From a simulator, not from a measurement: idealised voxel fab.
Proc. module: voxel transistor to metal
Section shown: cut. Width: 215 nm. Cell size: 5 nm, square.
We lay out every cross-section as a grid of square cells and spell it out in bands from the top down, where one band means one or more rows of cells.
Heads up on the band format: heights come first, top then bottom, in nm. After that it's the materials left to right, each with its width in nm. A single material flagged "all across" fills the whole band edge to edge, and "air" means there's empty space there.
The reference from which all heights are counted is 0, the level beneath which the as-received wafer is entirely one material; the lowest band, having no lower bound, proceeds downward and is written after the example "0 down".
Width spec "30..40" -> top row of cells at first value, bottom row at second value, equal per-row change in between.
Step note "nothing was modified" = no cross-section cell changed.
In "Unvented voids" the enclosed voids are listed, meaning empty spaces of 8 cells or larger without any opening to the top. The form is width x height at distance, distance from the left edge, units nm.
Formally, on a step line, whatever follows the settings is a remark that the simulator itself makes on the step.
"overlay nm" on a masked step: distance the mask lay right of its planned place, negative for left.

These are the steps we planned for the process
step 1: RECEIVE,material Si
step 2: CONFORMAL_DEP,material SiO2,thk nm 5
step 3: CONFORMAL_DEP,material SiN,thk nm 10
step 4: DIRECTIONAL_DEP,material aC,thk nm 15
step 5: PATTERN,tone cover,mask id ACTIVE,material resist,width nm 115,thk nm 30,overlay nm 0
step 6: DIRECTIONAL_ETCH,etch materials aC,depth nm 15
step 7: STRIP,etch materials resist
step 8: DIRECTIONAL_ETCH,etch materials SiN,depth nm 10
step 9: DIRECTIONAL_ETCH,etch materials SiO2,depth nm 5
step 10: DIRECTIONAL_ETCH,etch materials Si,depth nm 30
step 11: STRIP,etch materials aC
step 12: FILL_DEP,material SiO2,thk nm 10
step 13: CMP,height nm 15
step 14: SELECTIVE_ETCH,etch materials SiO2,depth nm 5
step 15: STRIP,etch materials SiN
step 16: SELECTIVE_ETCH,etch materials SiO2,depth nm 5
step 17: OXIDIZE,depth nm 5
step 18: DIRECTIONAL_DEP,material polySi,thk nm 30
step 19: DIRECTIONAL_DEP,material SiCN,thk nm 15
step 20: MASKED_ETCH,tone cover,mask id GATE,width nm 35,etch materials SiCN,depth nm 25,overlay nm 0
step 21: MASKED_ETCH,tone cover,mask id GATE,width nm 35,etch materials polySi,depth nm 40,overlay nm 0
step 22: CONFORMAL_DEP,material SiO2,thk nm 5
step 23: DIRECTIONAL_ETCH,etch materials SiO2,depth nm 5
step 24: CONFORMAL_DEP,material SiN,thk nm 5
step 25: DIRECTIONAL_ETCH,etch materials SiN,depth nm 5
step 26: DIRECTIONAL_ETCH,etch materials SiO2,depth nm 5
step 27: DIRECTIONAL_ETCH,etch materials Si,depth nm 15
step 28: EPI,material pSi,thk nm 20
step 29: FILL_DEP,material SiO2,thk nm 5
step 30: CMP,height nm 30
step 31: STRIP,etch materials polySi
step 32: SELECTIVE_ETCH,etch materials SiO2,depth nm 5
step 33: CONFORMAL_DEP,material HfO2,thk nm 5
step 34: CONFORMAL_DEP,material TiN,thk nm 5
step 35: FILL_DEP,material W,thk nm 5
step 36: CMP,height nm 25
step 37: DIRECTIONAL_DEP,material SiO2,thk nm 10
step 38: MASKED_ETCH,tone open,mask id CONTACT,width nm 20,pitch nm 85,etch materials SiO2,depth nm 20,overlay nm -15
step 39: CONFORMAL_DEP,material TiN,thk nm 5
step 40: FILL_DEP,material W,thk nm 5
step 41: CMP,height nm 35
step 42: DIRECTIONAL_DEP,material TiN,thk nm 5
step 43: DIRECTIONAL_DEP,material W,thk nm 15
step 44: MASKED_ETCH,tone cover,mask id METAL_1,width nm 20,pitch nm 85,etch materials W,depth nm 15,overlay nm 0
step 45: MASKED_ETCH,tone cover,mask id METAL_1,width nm 20,pitch nm 85,etch materials TiN,depth nm 5,overlay nm 0
step 46: FILL_DEP,material SiO2,thk nm 5
step 47: CMP,height nm 55
step 48: CONFORMAL_DEP,material SiN,thk nm 5
For this document, wafers share an identical start and vary in the step 38 overlay nm; the plan quotes the first wafer's value.

first wafer as received, after step 1
- 0 down | Si all across
- Unvented voids: none

Basically each wafer gets a line in the table, showing it at the end of the module: material by material, the cells it gained (+) or lost (-) since we got it, then its closed voids
overlay nm -15; +19 HfO2; -173 Si; +55 SiN; +440 SiO2; +43 TiN; +52 W; +80 pSi; Unvented voids: none
overlay nm -10; +19 HfO2; -173 Si; +55 SiN; +438 SiO2; +43 TiN; +54 W; +80 pSi; Unvented voids: none
overlay nm -5; +19 HfO2; -173 Si; +55 SiN; +436 SiO2; +43 TiN; +56 W; +80 pSi; Unvented voids: none
overlay nm 0; +19 HfO2; -173 Si; +55 SiN; +436 SiO2; +43 TiN; +56 W; +80 pSi; Unvented voids: none
overlay nm 5; +19 HfO2; -173 Si; +55 SiN; +436 SiO2; +43 TiN; +56 W; +80 pSi; Unvented voids: none
overlay nm 10; +19 HfO2; -173 Si; +55 SiN; +438 SiO2; +43 TiN; +54 W; +80 pSi; Unvented voids: none
overlay nm 15; +19 HfO2; -173 Si; +55 SiN; +440 SiO2; +43 TiN; +52 W; +80 pSi; Unvented voids: none
